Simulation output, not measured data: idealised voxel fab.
process module | voxel transistor to metal
cross-section cut | 300 nm wide | cells 5 nm
A cross-section is a grid of square cells, given in bands from the top down. A band is one or more rows of cells.
Each band's line starts with the height of the band's top and of its bottom, in nm. Then come its materials from left to right, each with its width in nm. One material with "throughout" fills the band from edge to edge. "air" is empty space.
Height 0 is the level under which the wafer as received is all one material. The lowest band goes on downwards, as in "0 down".
A width such as "30 to 40" changes by the same amount from each row of cells to the next, from the band's top row to its bottom row.
"no change" after a step means that no cell of the cross-section changed.
closed voids: empty space of 8 cells or more with no open way to the top, each as width x height at its distance from the left edge, in nm
after a step's settings: what the simulator itself notes on the step
overlay nm, on a step with a mask: how far to the right of its planned place the mask lay; to the left if negative
plan
1 op RECEIVE | material Si
2 op CONFORMAL_DEP | material SiO2 | thk nm 5
3 op CONFORMAL_DEP | material SiN | thk nm 10
4 op DIRECTIONAL_DEP | material aC | thk nm 15
5 op PATTERN | tone cover | mask id ACTIVE | material resist | width nm 95 | pitch nm 125 | thk nm 30 | overlay nm 0
6 op DIRECTIONAL_ETCH | etch materials aC | depth nm 15
7 op STRIP | etch materials resist
8 op DIRECTIONAL_ETCH | etch materials SiN | depth nm 10
9 op DIRECTIONAL_ETCH | etch materials SiO2 | depth nm 5
10 op DIRECTIONAL_ETCH | etch materials Si | depth nm 20
11 op STRIP | etch materials aC
12 op FILL_DEP | material SiO2 | thk nm 10
13 op CMP | height nm 15
14 op SELECTIVE_ETCH | etch materials SiO2 | depth nm 5
15 op STRIP | etch materials SiN
16 op SELECTIVE_ETCH | etch materials SiO2 | depth nm 5
17 op OXIDIZE | depth nm 5
18 op DIRECTIONAL_DEP | material polySi | thk nm 25
19 op DIRECTIONAL_DEP | material SiCN | thk nm 15
20 op DIRECTIONAL_DEP | material aC | thk nm 10
21 op PATTERN | tone cover | mask id GATE | material resist | width nm 15 | pitch nm 125 | thk nm 25 | overlay nm 0
22 op DIRECTIONAL_ETCH | etch materials aC | depth nm 10
23 op STRIP | etch materials resist
24 op DIRECTIONAL_ETCH | etch materials SiCN | depth nm 25
25 op DIRECTIONAL_ETCH | etch materials polySi | depth nm 35
26 op STRIP | etch materials aC
27 op CONFORMAL_DEP | material SiN | thk nm 5
28 op DIRECTIONAL_ETCH | etch materials SiN | depth nm 5
29 op DIRECTIONAL_ETCH | etch materials SiO2 | depth nm 5
30 op EPI | material nSi | thk nm 5
31 op FILL_DEP | material SiO2 | thk nm 10
32 op CMP | height nm 40
33 op DIRECTIONAL_DEP | material SiO2 | thk nm 15
34 op DIRECTIONAL_DEP | material aC | thk nm 15
35 op PATTERN | tone open | mask id CONTACT | material resist | width nm 15 | thk nm 35 | overlay nm 0
36 op DIRECTIONAL_ETCH | etch materials aC | depth nm 15
37 op STRIP | etch materials resist
38 op DIRECTIONAL_ETCH | etch materials SiO2 | depth nm 55
39 op STRIP | etch materials aC
40 op CONFORMAL_DEP | material TiN | thk nm 5
41 op FILL_DEP | material W | thk nm 5
42 op CMP | height nm 55
43 op DIRECTIONAL_DEP | material TiN | thk nm 5
44 op DIRECTIONAL_DEP | material W | thk nm 15
45 op DIRECTIONAL_DEP | material aC | thk nm 15
46 op PATTERN | tone cover | mask id METAL_1 | material resist | width nm 15 | thk nm 30 | overlay nm 0
47 op DIRECTIONAL_ETCH | etch materials aC | depth nm 15
48 op STRIP | etch materials resist
49 op DIRECTIONAL_ETCH | etch materials W | depth nm 15
50 op DIRECTIONAL_ETCH | etch materials TiN | depth nm 5
51 op STRIP | etch materials aC
52 op CONFORMAL_DEP | material SiN | thk nm 5
53 op FILL_DEP | material lowk | thk nm 5
54 op CMP | height nm 75
55 op CONFORMAL_DEP | material SiN | thk nm 5
first wafer, as planned
as received, after step 1
  0 down: Si throughout
  closed voids: none
after step 2
  5 to 0: SiO2 throughout
  below 0: unchanged
after step 3
  15 to 5: SiN throughout
  below 5: unchanged
after step 4
  30 to 15: aC throughout
  below 15: unchanged
after step 5
  60 to 30: air 40 | resist 95 | air 30 | resist 95 | air 40
  below 30: unchanged
after step 6
  45 to 30: air 40 | resist 95 | air 30 | resist 95 | air 40
  30 to 15: air 40 | aC 95 | air 30 | aC 95 | air 40
  below 15: unchanged
after step 7
  30 to 15: air 40 | aC 95 | air 30 | aC 95 | air 40
  below 15: unchanged
after step 8
  30 to 15: air 40 | aC 95 | air 30 | aC 95 | air 40
  15 to 5: air 40 | SiN 95 | air 30 | SiN 95 | air 40
  below 5: unchanged
after step 9
  30 to 15: air 40 | aC 95 | air 30 | aC 95 | air 40
  15 to 5: air 40 | SiN 95 | air 30 | SiN 95 | air 40
  5 to 0: air 40 | SiO2 95 | air 30 | SiO2 95 | air 40
  below 0: unchanged
after step 10
  30 to 15: air 40 | aC 95 | air 30 | aC 95 | air 40
  15 to 5: air 40 | SiN 95 | air 30 | SiN 95 | air 40
  5 to 0: air 40 | SiO2 95 | air 30 | SiO2 95 | air 40
  0 to -20: air 40 | Si 95 | air 30 | Si 95 | air 40
  below -20: unchanged
after step 11
  15 to 5: air 40 | SiN 95 | air 30 | SiN 95 | air 40
  below 5: unchanged
after step 12
  25 to 15: SiO2 throughout
  15 to 5: SiO2 40 | SiN 95 | SiO2 30 | SiN 95 | SiO2 40
  5 to 0: SiO2 throughout
  0 to -20: SiO2 40 | Si 95 | SiO2 30 | Si 95 | SiO2 40
  below -20: unchanged
after step 13
  15 to 5: SiO2 40 | SiN 95 | SiO2 30 | SiN 95 | SiO2 40
  below 5: unchanged
after step 14
  15 to 10: air 40 | SiN 95 | air 30 | SiN 95 | air 40
  below 10: unchanged
after step 15
  10 to 5: SiO2 40 | air 95 | SiO2 30 | air 95 | SiO2 40
  below 5: unchanged
after step 16
  5 to 0: SiO2 35 | air 105 | SiO2 20 | air 105 | SiO2 35
  below 0: unchanged
after step 17
  5 to 0: SiO2 35 | air 105 | SiO2 20 | air 105 | SiO2 35
  0 to -5: SiO2 throughout
  below -5: unchanged
after step 18
  30 to 25: polySi 35 | air 105 | polySi 20 | air 105 | polySi 35
  25 to 5: polySi throughout
  5 to 0: SiO2 35 | polySi 105 | SiO2 20 | polySi 105 | SiO2 35
  below 0: unchanged
after step 19
  45 to 40: SiCN 35 | air 105 | SiCN 20 | air 105 | SiCN 35
  40 to 30: SiCN throughout
  30 to 25: polySi 35 | SiCN 105 | polySi 20 | SiCN 105 | polySi 35
  below 25: unchanged
after step 20
  55 to 50: aC 35 | air 105 | aC 20 | air 105 | aC 35
  50 to 45: aC throughout
  45 to 40: SiCN 35 | aC 105 | SiCN 20 | aC 105 | SiCN 35
  below 40: unchanged
after step 21
  80 to 55: air 80 | resist 15 | air 110 | resist 15 | air 80
  55 to 50: aC 35 | air 45 | resist 15 | air 45 | aC 20 | air 45 | resist 15 | air 45 | aC 35
  below 50: unchanged
after step 22
  70 to 50: air 80 | resist 15 | air 110 | resist 15 | air 80
  50 to 45: air 80 | aC 15 | air 110 | aC 15 | air 80
  45 to 40: SiCN 35 | air 45 | aC 15 | air 45 | SiCN 20 | air 45 | aC 15 | air 45 | SiCN 35
  below 40: unchanged
after step 23
  50 to 45: air 80 | aC 15 | air 110 | aC 15 | air 80
  below 45: unchanged
after step 24
  50 to 40: air 80 | aC 15 | air 110 | aC 15 | air 80
  40 to 30: air 80 | SiCN 15 | air 110 | SiCN 15 | air 80
  30 to 25: polySi 35 | air 45 | SiCN 15 | air 45 | polySi 20 | air 45 | SiCN 15 | air 45 | polySi 35
  below 25: unchanged
after step 25
  50 to 40: air 80 | aC 15 | air 110 | aC 15 | air 80
  40 to 25: air 80 | SiCN 15 | air 110 | SiCN 15 | air 80
  25 to 5: air 80 | polySi 15 | air 110 | polySi 15 | air 80
  5 to 0: SiO2 35 | air 45 | polySi 15 | air 45 | SiO2 20 | air 45 | polySi 15 | air 45 | SiO2 35
  below 0: unchanged
after step 26
  40 to 25: air 80 | SiCN 15 | air 110 | SiCN 15 | air 80
  below 25: unchanged
after step 27
  45 to 40: air 75 | SiN 25 | air 100 | SiN 25 | air 75
  40 to 25: air 75 | SiN 5 | SiCN 15 | SiN 5 | air 100 | SiN 5 | SiCN 15 | SiN 5 | air 75
  25 to 10: air 75 | SiN 5 | polySi 15 | SiN 5 | air 100 | SiN 5 | polySi 15 | SiN 5 | air 75
  10 to 5: SiN 40 | air 35 | SiN 5 | polySi 15 | SiN 5 | air 35 | SiN 30 | air 35 | SiN 5 | polySi 15 | SiN 5 | air 35 | SiN 40
  5 to 0: SiO2 35 | SiN 45 | polySi 15 | SiN 45 | SiO2 20 | SiN 45 | polySi 15 | SiN 45 | SiO2 35
  below 0: unchanged
after step 28
  40 to 25: air 75 | SiN 5 | SiCN 15 | SiN 5 | air 100 | SiN 5 | SiCN 15 | SiN 5 | air 75
  25 to 5: air 75 | SiN 5 | polySi 15 | SiN 5 | air 100 | SiN 5 | polySi 15 | SiN 5 | air 75
  5 to 0: SiO2 35 | SiN 5 | air 35 | SiN 5 | polySi 15 | SiN 5 | air 35 | SiN 5 | SiO2 20 | SiN 5 | air 35 | SiN 5 | polySi 15 | SiN 5 | air 35 | SiN 5 | SiO2 35
  below 0: unchanged
after step 29
  40 to 25: air 75 | SiN 5 | SiCN 15 | SiN 5 | air 100 | SiN 5 | SiCN 15 | SiN 5 | air 75
  25 to 5: air 75 | SiN 5 | polySi 15 | SiN 5 | air 100 | SiN 5 | polySi 15 | SiN 5 | air 75
  5 to 0: air 35 | SiN 5 | air 35 | SiN 5 | polySi 15 | SiN 5 | air 35 | SiN 5 | air 20 | SiN 5 | air 35 | SiN 5 | polySi 15 | SiN 5 | air 35 | SiN 5 | air 35
  0 to -5: SiO2 40 | air 35 | SiO2 25 | air 35 | SiO2 30 | air 35 | SiO2 25 | air 35 | SiO2 40
  below -5: unchanged
after step 30
  40 to 25: air 75 | SiN 5 | SiCN 15 | SiN 5 | air 100 | SiN 5 | SiCN 15 | SiN 5 | air 75
  25 to 5: air 75 | SiN 5 | polySi 15 | SiN 5 | air 100 | SiN 5 | polySi 15 | SiN 5 | air 75
  5 to 0: air 35 | SiN 5 | air 35 | SiN 5 | polySi 15 | SiN 5 | air 35 | SiN 5 | air 20 | SiN 5 | air 35 | SiN 5 | polySi 15 | SiN 5 | air 35 | SiN 5 | air 35
  0 to -5: SiO2 40 | nSi 35 | SiO2 25 | nSi 35 | SiO2 30 | nSi 35 | SiO2 25 | nSi 35 | SiO2 40
  below -5: unchanged
after step 31
  50 to 40: SiO2 throughout
  40 to 25: SiO2 75 | SiN 5 | SiCN 15 | SiN 5 | SiO2 100 | SiN 5 | SiCN 15 | SiN 5 | SiO2 75
  25 to 5: SiO2 75 | SiN 5 | polySi 15 | SiN 5 | SiO2 100 | SiN 5 | polySi 15 | SiN 5 | SiO2 75
  5 to 0: SiO2 35 | SiN 5 | SiO2 35 | SiN 5 | polySi 15 | SiN 5 | SiO2 35 | SiN 5 | SiO2 20 | SiN 5 | SiO2 35 | SiN 5 | polySi 15 | SiN 5 | SiO2 35 | SiN 5 | SiO2 35
  below 0: unchanged
after step 32
  40 to 25: SiO2 75 | SiN 5 | SiCN 15 | SiN 5 | SiO2 100 | SiN 5 | SiCN 15 | SiN 5 | SiO2 75
  below 25: unchanged
after step 33
  55 to 40: SiO2 throughout
  below 40: unchanged
after step 34
  70 to 55: aC throughout
  below 55: unchanged
after step 35
  105 to 70: resist 50 | air 15 | resist 45 | air 15 | resist 50 | air 15 | resist 45 | air 15 | resist 50
  below 70: unchanged
after step 36
  90 to 70: resist 50 | air 15 | resist 45 | air 15 | resist 50 | air 15 | resist 45 | air 15 | resist 50
  70 to 55: aC 50 | air 15 | aC 45 | air 15 | aC 50 | air 15 | aC 45 | air 15 | aC 50
  below 55: unchanged
after step 37
  70 to 55: aC 50 | air 15 | aC 45 | air 15 | aC 50 | air 15 | aC 45 | air 15 | aC 50
  below 55: unchanged
after step 38
  70 to 55: aC 50 | air 15 | aC 45 | air 15 | aC 50 | air 15 | aC 45 | air 15 | aC 50
  55 to 40: SiO2 50 | air 15 | SiO2 45 | air 15 | SiO2 50 | air 15 | SiO2 45 | air 15 | SiO2 50
  40 to 25: SiO2 50 | air 15 | SiO2 10 | SiN 5 | SiCN 15 | SiN 5 | SiO2 10 | air 15 | SiO2 50 | air 15 | SiO2 10 | SiN 5 | SiCN 15 | SiN 5 | SiO2 10 | air 15 | SiO2 50
  25 to 5: SiO2 50 | air 15 | SiO2 10 | SiN 5 | polySi 15 | SiN 5 | SiO2 10 | air 15 | SiO2 50 | air 15 | SiO2 10 | SiN 5 | polySi 15 | SiN 5 | SiO2 10 | air 15 | SiO2 50
  5 to 0: SiO2 35 | SiN 5 | SiO2 10 | air 15 | SiO2 10 | SiN 5 | polySi 15 | SiN 5 | SiO2 10 | air 15 | SiO2 10 | SiN 5 | SiO2 20 | SiN 5 | SiO2 10 | air 15 | SiO2 10 | SiN 5 | polySi 15 | SiN 5 | SiO2 10 | air 15 | SiO2 10 | SiN 5 | SiO2 35
  below 0: unchanged
after step 39
  55 to 40: SiO2 50 | air 15 | SiO2 45 | air 15 | SiO2 50 | air 15 | SiO2 45 | air 15 | SiO2 50
  below 40: unchanged
after step 40
  60 to 55: TiN 55 | air 5 | TiN 55 | air 5 | TiN 60 | air 5 | TiN 55 | air 5 | TiN 55
  55 to 40: SiO2 50 | TiN 5 | air 5 | TiN 5 | SiO2 45 | TiN 5 | air 5 | TiN 5 | SiO2 50 | TiN 5 | air 5 | TiN 5 | SiO2 45 | TiN 5 | air 5 | TiN 5 | SiO2 50
  40 to 25: SiO2 50 | TiN 5 | air 5 | TiN 5 | SiO2 10 | SiN 5 | SiCN 15 | SiN 5 | SiO2 10 | TiN 5 | air 5 | TiN 5 | SiO2 50 | TiN 5 | air 5 | TiN 5 | SiO2 10 | SiN 5 | SiCN 15 | SiN 5 | SiO2 10 | TiN 5 | air 5 | TiN 5 | SiO2 50
  25 to 5: SiO2 50 | TiN 5 | air 5 | TiN 5 | SiO2 10 | SiN 5 | polySi 15 | SiN 5 | SiO2 10 | TiN 5 | air 5 | TiN 5 | SiO2 50 | TiN 5 | air 5 | TiN 5 | SiO2 10 | SiN 5 | polySi 15 | SiN 5 | SiO2 10 | TiN 5 | air 5 | TiN 5 | SiO2 50
  5 to 0: SiO2 35 | SiN 5 | SiO2 10 | TiN 15 | SiO2 10 | SiN 5 | polySi 15 | SiN 5 | SiO2 10 | TiN 15 | SiO2 10 | SiN 5 | SiO2 20 | SiN 5 | SiO2 10 | TiN 15 | SiO2 10 | SiN 5 | polySi 15 | SiN 5 | SiO2 10 | TiN 15 | SiO2 10 | SiN 5 | SiO2 35
  below 0: unchanged
after step 41
  65 to 60: W throughout
  60 to 55: TiN 55 | W 5 | TiN 55 | W 5 | TiN 60 | W 5 | TiN 55 | W 5 | TiN 55
  55 to 40: SiO2 50 | TiN 5 | W 5 | TiN 5 | SiO2 45 | TiN 5 | W 5 | TiN 5 | SiO2 50 | TiN 5 | W 5 | TiN 5 | SiO2 45 | TiN 5 | W 5 | TiN 5 | SiO2 50
  40 to 25: SiO2 50 | TiN 5 | W 5 | TiN 5 | SiO2 10 | SiN 5 | SiCN 15 | SiN 5 | SiO2 10 | TiN 5 | W 5 | TiN 5 | SiO2 50 | TiN 5 | W 5 | TiN 5 | SiO2 10 | SiN 5 | SiCN 15 | SiN 5 | SiO2 10 | TiN 5 | W 5 | TiN 5 | SiO2 50
  25 to 5: SiO2 50 | TiN 5 | W 5 | TiN 5 | SiO2 10 | SiN 5 | polySi 15 | SiN 5 | SiO2 10 | TiN 5 | W 5 | TiN 5 | SiO2 50 | TiN 5 | W 5 | TiN 5 | SiO2 10 | SiN 5 | polySi 15 | SiN 5 | SiO2 10 | TiN 5 | W 5 | TiN 5 | SiO2 50
  below 5: unchanged
after step 42
  55 to 40: SiO2 50 | TiN 5 | W 5 | TiN 5 | SiO2 45 | TiN 5 | W 5 | TiN 5 | SiO2 50 | TiN 5 | W 5 | TiN 5 | SiO2 45 | TiN 5 | W 5 | TiN 5 | SiO2 50
  below 40: unchanged
after step 43
  60 to 55: TiN throughout
  below 55: unchanged
after step 44
  75 to 60: W throughout
  below 60: unchanged
after step 45
  90 to 75: aC throughout
  below 75: unchanged
after step 46
  120 to 90: air 50 | resist 15 | air 45 | resist 15 | air 50 | resist 15 | air 45 | resist 15 | air 50
  below 90: unchanged
after step 47
  105 to 90: air 50 | resist 15 | air 45 | resist 15 | air 50 | resist 15 | air 45 | resist 15 | air 50
  90 to 75: air 50 | aC 15 | air 45 | aC 15 | air 50 | aC 15 | air 45 | aC 15 | air 50
  below 75: unchanged
after step 48
  90 to 75: air 50 | aC 15 | air 45 | aC 15 | air 50 | aC 15 | air 45 | aC 15 | air 50
  below 75: unchanged
after step 49
  90 to 75: air 50 | aC 15 | air 45 | aC 15 | air 50 | aC 15 | air 45 | aC 15 | air 50
  75 to 60: air 50 | W 15 | air 45 | W 15 | air 50 | W 15 | air 45 | W 15 | air 50
  below 60: unchanged
after step 50
  90 to 75: air 50 | aC 15 | air 45 | aC 15 | air 50 | aC 15 | air 45 | aC 15 | air 50
  75 to 60: air 50 | W 15 | air 45 | W 15 | air 50 | W 15 | air 45 | W 15 | air 50
  60 to 55: air 50 | TiN 15 | air 45 | TiN 15 | air 50 | TiN 15 | air 45 | TiN 15 | air 50
  below 55: unchanged
after step 51
  75 to 60: air 50 | W 15 | air 45 | W 15 | air 50 | W 15 | air 45 | W 15 | air 50
  below 60: unchanged
after step 52
  80 to 75: air 45 | SiN 25 | air 35 | SiN 25 | air 40 | SiN 25 | air 35 | SiN 25 | air 45
  75 to 60: air 45 | SiN 5 | W 15 | SiN 5 | air 35 | SiN 5 | W 15 | SiN 5 | air 40 | SiN 5 | W 15 | SiN 5 | air 35 | SiN 5 | W 15 | SiN 5 | air 45
  60 to 55: SiN 50 | TiN 15 | SiN 45 | TiN 15 | SiN 50 | TiN 15 | SiN 45 | TiN 15 | SiN 50
  below 55: unchanged
after step 53
  85 to 80: lowk throughout
  80 to 75: lowk 45 | SiN 25 | lowk 35 | SiN 25 | lowk 40 | SiN 25 | lowk 35 | SiN 25 | lowk 45
  75 to 60: lowk 45 | SiN 5 | W 15 | SiN 5 | lowk 35 | SiN 5 | W 15 | SiN 5 | lowk 40 | SiN 5 | W 15 | SiN 5 | lowk 35 | SiN 5 | W 15 | SiN 5 | lowk 45
  below 60: unchanged
after step 54
  75 to 60: lowk 45 | SiN 5 | W 15 | SiN 5 | lowk 35 | SiN 5 | W 15 | SiN 5 | lowk 40 | SiN 5 | W 15 | SiN 5 | lowk 35 | SiN 5 | W 15 | SiN 5 | lowk 45
  below 60: unchanged
after step 55
  80 to 75: SiN throughout
  below 75: unchanged
second wafer: like start, like plan, one mistake. Through step 45 it matches the first wafer
when step 46 should have ended
  120 to 90: air 45 | resist 25 | air 35 | resist 25 | air 40 | resist 25 | air 35 | resist 25 | air 45
  below 90: unchanged
when step 47 should have ended
  105 to 90: air 45 | resist 25 | air 35 | resist 25 | air 40 | resist 25 | air 35 | resist 25 | air 45
  90 to 75: air 45 | aC 25 | air 35 | aC 25 | air 40 | aC 25 | air 35 | aC 25 | air 45
  below 75: unchanged
when step 48 should have ended
  90 to 75: air 45 | aC 25 | air 35 | aC 25 | air 40 | aC 25 | air 35 | aC 25 | air 45
  below 75: unchanged
when step 49 should have ended
  90 to 75: air 45 | aC 25 | air 35 | aC 25 | air 40 | aC 25 | air 35 | aC 25 | air 45
  75 to 60: air 45 | W 25 | air 35 | W 25 | air 40 | W 25 | air 35 | W 25 | air 45
  below 60: unchanged
when step 50 should have ended
  90 to 75: air 45 | aC 25 | air 35 | aC 25 | air 40 | aC 25 | air 35 | aC 25 | air 45
  75 to 60: air 45 | W 25 | air 35 | W 25 | air 40 | W 25 | air 35 | W 25 | air 45
  60 to 55: air 45 | TiN 25 | air 35 | TiN 25 | air 40 | TiN 25 | air 35 | TiN 25 | air 45
  below 55: unchanged
when step 51 should have ended
  75 to 60: air 45 | W 25 | air 35 | W 25 | air 40 | W 25 | air 35 | W 25 | air 45
  below 60: unchanged
when step 52 should have ended
  80 to 75: air 40 | SiN 35 | air 25 | SiN 35 | air 30 | SiN 35 | air 25 | SiN 35 | air 40
  75 to 60: air 40 | SiN 5 | W 25 | SiN 5 | air 25 | SiN 5 | W 25 | SiN 5 | air 30 | SiN 5 | W 25 | SiN 5 | air 25 | SiN 5 | W 25 | SiN 5 | air 40
  60 to 55: SiN 45 | TiN 25 | SiN 35 | TiN 25 | SiN 40 | TiN 25 | SiN 35 | TiN 25 | SiN 45
  below 55: unchanged
when step 53 should have ended
  85 to 80: lowk throughout
  80 to 75: lowk 40 | SiN 35 | lowk 25 | SiN 35 | lowk 30 | SiN 35 | lowk 25 | SiN 35 | lowk 40
  75 to 60: lowk 40 | SiN 5 | W 25 | SiN 5 | lowk 25 | SiN 5 | W 25 | SiN 5 | lowk 30 | SiN 5 | W 25 | SiN 5 | lowk 25 | SiN 5 | W 25 | SiN 5 | lowk 40
  below 60: unchanged
when step 54 should have ended
  75 to 60: lowk 40 | SiN 5 | W 25 | SiN 5 | lowk 25 | SiN 5 | W 25 | SiN 5 | lowk 30 | SiN 5 | W 25 | SiN 5 | lowk 25 | SiN 5 | W 25 | SiN 5 | lowk 40
  below 60: unchanged
when step 55 should have ended
  80 to 75: SiN throughout
  below 75: unchanged
what went wrong: step 46 ran as: op PATTERN | tone cover | mask id METAL_1 | material resist | width nm 25 | thk nm 30 | overlay nm 0
at the end the second wafer has, in cells: 8 fewer of SiN | 8 more of TiN | 24 more of W | 24 fewer of lowk
